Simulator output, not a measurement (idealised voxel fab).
voxel spacer lines: a process module
Pictured: cross-section cut, 225 nm wide, on a grid of 5 nm square cells.
Just so we're on the same page, the cross-sections are grids of square cells, and they're listed out in bands top to bottom, each band one or more rows deep. For a band, the entry starts with two heights in nm, that of the top and then that of the bottom, and carries on with the band's materials in order from left to right, each alongside its width in nm; the word "throughout" beside a single material means it fills the band edge to edge, and "empty" means empty space. The reference from which all heights are counted is 0, the level beneath which the as-received wafer is entirely one material; the lowest band, having no lower bound, proceeds downward and is written after the example "0 -> down". You'd read "30..40" like this: the band's top row of cells is as wide as the first number, its bottom row is as wide as the second, and going down, every row changes width by the same amount as the row before did. Step marked "no alterations made"? Then no cell in the cross-section changed in it. If an empty space has no open way to the top and is at least 8 cells in size, "Closed-off voids" lists it, written width x height at distance, where distance is measured from the left edge and every value is in nm. Anything after a step's settings on that line? It's the simulator's own note about the step. Regarding "overlay nm": on a step with a mask, it is the distance the mask lay to the right of its planned place; a negative value places it to the left.

-- Below is the list of planned process steps
1,RECEIVE with material Si
2,CONFORMAL_DEP with material SiO2, thk nm 10
3,DIRECTIONAL_DEP with material TiN, thk nm 10
4,DIRECTIONAL_DEP with material polySi, thk nm 20
5,PATTERN with tone cover, mask id MANDREL, material resist, width nm 20, pitch nm 70, thk nm 30, overlay nm 0
6,DIRECTIONAL_ETCH with etch materials polySi, depth nm 10
7,STRIP with etch materials resist
8,CONFORMAL_DEP with material SiN, thk nm 15
9,DIRECTIONAL_ETCH with etch materials SiN, depth nm 15
10,STRIP with etch materials polySi
11,DIRECTIONAL_ETCH with etch materials TiN, depth nm 10
12,STRIP with etch materials SiN
For this document, wafers share an identical start and vary in the step 6 depth nm; the plan quotes the first wafer's value.

-- The first of several wafers as received, shown in cross-section; this is its state after step 1
* 0 -> down  Si throughout
* Closed-off voids: none

-- Below, a row for every wafer. Read it as the end-of-module picture: for each material the wafer shows its cells gained (+) or lost (-) since it was received, and then its closed voids
depth nm 10; +90 SiO2; Closed-off voids: none
depth nm 15; +90 SiO2; Closed-off voids: none
depth nm 20; +90 SiO2; +36 TiN; Closed-off voids: none
depth nm 25; +90 SiO2; +36 TiN; Closed-off voids: none
depth nm 30; +90 SiO2; +36 TiN; Closed-off voids: none
depth nm 35; +90 SiO2; +36 TiN; Closed-off voids: none
